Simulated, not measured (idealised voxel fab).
Proc. module: voxel self aligned vias
Square cell edge 5 nm, section width 250 nm, ID cut.
In this document a cross-section is written as a grid of square cells. It is given as a series of bands, listed from the top down, and a band is one or more rows of cells. Top height, bottom height, nm. Materials left to right, width each, nm. Single material + "all across" = fills band edge to edge. "air" = empty. We count height from 0. Below that, the starting wafer is all one material. The lowest band never ends at the bottom but goes on down; see "z 0 and below" for how that is written. Graded width ("30..40"): value in top row of band = first number; value in bottom row = second number; row-to-row change constant. "all unchanged" for a step: no cell of the cross-section changed in that step. For the entry "Cavities, sealed", the listed items are empty spaces with no open way to the top whose size is 8 cells or more; each item follows the pattern width x height at distance, where distance is from the left edge and all three are in nm. Where a step's line continues beyond its settings, the continuation is a remark by the simulator itself on that step. overlay nm: right-of-plan distance of the mask on a masked step; negative values mean left-of-plan.
Steps in the process plan
step 1: op RECEIVE | material Si
step 2: op CONFORMAL_DEP | material SiO2 | thk nm 10
step 3: op CONFORMAL_DEP | material SiCN | thk nm 5
step 4: op DIRECTIONAL_DEP | material lowk | thk nm 30
step 5: op DIRECTIONAL_DEP | material aC | thk nm 10
step 6: op PATTERN | tone open | mask id LINES | material resist | width nm 20 | pitch nm 70 | thk nm 25 | overlay nm 0
step 7: op DIRECTIONAL_ETCH | etch materials aC | depth nm 10
step 8: op STRIP | etch materials resist
step 9: op DIRECTIONAL_ETCH | etch materials lowk | depth nm 30
step 10: op STRIP | etch materials aC
step 11: op CONFORMAL_DEP | material TiN | thk nm 5
step 12: op FILL_DEP | material Ru | thk nm 10
step 13: op CMP | height nm 45
step 14: op SELECTIVE_ETCH | etch materials W Ru TiN | depth nm 10
step 15: op FILL_DEP | material SiN | thk nm 10
step 16: op CMP | height nm 45
step 17: op DIRECTIONAL_DEP | material lowk | thk nm 15
step 18: op DIRECTIONAL_DEP | material aC | thk nm 10
step 19: op PATTERN | tone open | mask id VIAS | material resist | width nm 40 | pitch nm 70 | thk nm 25 | overlay nm 0
step 20: op DIRECTIONAL_ETCH | etch materials aC | depth nm 10
step 21: op STRIP | etch materials resist
step 22: op DIRECTIONAL_ETCH | etch materials lowk | depth nm 15
step 23: op DIRECTIONAL_ETCH | etch materials SiN | depth nm 10
step 24: op STRIP | etch materials aC
step 25: op CONFORMAL_DEP | material TiN | thk nm 5
step 26: op FILL_DEP | material Ru | thk nm 5
step 27: op CMP | height nm 60
step 28: op CONFORMAL_DEP | material SiCN | thk nm 5
Incoming wafer in cross-section (state: after step 1)
	z 0 and below | Si all across
	Cavities, sealed: none
Here's the wafer cut in cross-section after the module, started and planned just like above, except one thing was done wrong in the run
	z 65 to 60 | SiCN all across
	z 60 to 50 | 65 of Ru; 5 of TiN; 40 of lowk; 5 of TiN; 20 of Ru; 5 of TiN; 40 of lowk; 5 of TiN; 65 of Ru
	z 50 to 45 | 70 of TiN; 40 of lowk; 30 of TiN; 40 of lowk; 70 of TiN
	z 45 to 35 | 80 of lowk; 20 of SiN; 50 of lowk; 20 of SiN; 80 of lowk
	z 35 to 20 | 80 of lowk; 5 of TiN; 10 of Ru; 5 of TiN; 50 of lowk; 5 of TiN; 10 of Ru; 5 of TiN; 80 of lowk
	z 20 to 15 | 80 of lowk; 20 of TiN; 50 of lowk; 20 of TiN; 80 of lowk
	z 15 to 10 | SiCN all across
	z 10 to 0 | SiO2 all across
	z 0 and below | Si all across
	Cavities, sealed: none
Heads up, the wafer didn't run the way we planned it: step 19 ran differently from the plan; actual operation with settings: op PATTERN | tone cover | mask id VIAS | material resist | width nm 40 | pitch nm 70 | thk nm 25 | overlay nm 0
